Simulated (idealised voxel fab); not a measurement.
process module | voxel local oxidation
cross-section cut | 275 nm wide | cells 5 nm
A cross-section is a grid of square cells, given in bands from the top down. A band is one or more rows of cells.
Each band's line starts with the height of the band's top and of its bottom, in nm. Then come its materials from left to right, each with its width in nm. One material with "throughout" fills the band from edge to edge. "air" is empty space.
Height 0 is the level under which the wafer as received is all one material. The lowest band goes on downwards, as in "0 down".
A width such as "30 to 40" changes by the same amount from each row of cells to the next, from the band's top row to its bottom row.
"no change" after a step means that no cell of the cross-section changed.
closed voids: empty space of 8 cells or more with no open way to the top, each as width x height at its distance from the left edge, in nm
after a step's settings: what the simulator itself notes on the step
overlay nm, on a step with a mask: how far to the right of its planned place the mask lay; to the left if negative
plan
1 op RECEIVE | material Si
2 op OXIDIZE | depth nm 5
3 op CONFORMAL_DEP | material SiN | thk nm 15
4 op PATTERN | tone cover | mask id ACTIVE | material resist | width nm 115 | thk nm 20 | overlay nm 0
5 op DIRECTIONAL_ETCH | etch materials SiN | depth nm 15
6 op STRIP | etch materials resist
7 op SELECTIVE_ETCH | etch materials SiO2 | depth nm 5
8 op OXIDIZE | depth nm 10
9 op STRIP | etch materials SiN
as received, after step 1
  0 down: Si throughout
  closed voids: none
a wafer at the end: this start, this plan, one mistake
  0 to -5: air 85 | SiO2 105 | air 85
  -5 to -15: SiO2 throughout
  -15 down: Si throughout
  closed voids: none
what went wrong: step 2 ran as: op OXIDIZE | depth nm 15
